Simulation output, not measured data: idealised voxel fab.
process module | voxel lift off
Shown is cross-section cut, with a width of 195 nm and square cells of size 5 nm.
Cross-section layout: square cells on a grid; listed as bands, top to bottom; a band spans one or more cell rows. Band entry format. Leading values: height of top, height of bottom, nm. Remainder: materials in left-to-right order, each with its width in nm. Special words: "edge to edge" on a single material, which then fills the band edge to edge; "blank", empty space. Height 0 is the level under which the wafer as received is all one material. The lowest band goes on downwards, as in "z 0 and below". When a width is written as two numbers, as in "30 to 40", the first number is the width in the top row of cells of the band and the second is the width in its bottom row, and the width changes by the same amount from each row to the next. "everything unchanged" for a step: no cell of the cross-section changed in that step. Voids not open to the top, 8 cells minimum: see "Enclosed void inventory". Written width x height at distance; distance is from the left edge; nm. Anything after a step's settings on that line? It's the simulator's own note about the step. "overlay nm" on a masked step: distance the mask lay right of its planned place, negative for left.
### Process steps (planned)
| 1 | op RECEIVE | material Si |
| 2 | op CONFORMAL_DEP | material Al2O3 | thk nm 5 |
| 3 | op PATTERN | tone open | mask id LINES | material resist | width nm 25 | pitch nm 50 | thk nm 30 | overlay nm 0 |
| 4 | op DIRECTIONAL_DEP | material Ru | thk nm 15 |
| 5 | op STRIP | etch materials resist |
| 6 | op CONFORMAL_DEP | material SiN | thk nm 10 |
### Incoming wafer, cross-sectional view, post step 1
  z 0 and below = Si edge to edge
  Enclosed void inventory: none
### The cross-section shown corresponds to the wafer at the conclusion of the module. The initial structure and the process plan are those presented above; however, one mistake occurred in executing the plan
  z 40 to 30 = blank (25) / SiN (45) / blank (5) / SiN (45) / blank (5) / SiN (45) / blank (25)
  z 30 to 25 = blank (25) / SiN (10) / Ru (25) / SiN (10) / blank (5) / SiN (10) / Ru (25) / SiN (10) / blank (5) / SiN (10) / Ru (25) / SiN (10) / blank (25)
  z 25 to 15 = SiN (35) / Ru (25) / SiN (25) / Ru (25) / SiN (25) / Ru (25) / SiN (35)
  z 15 to 0 = Al2O3 edge to edge
  z 0 and below = Si edge to edge
  Enclosed void inventory: none
The plan and the run diverged here: step 2 did not happen as planned, as run it was op CONFORMAL_DEP | material Al2O3 | thk nm 15
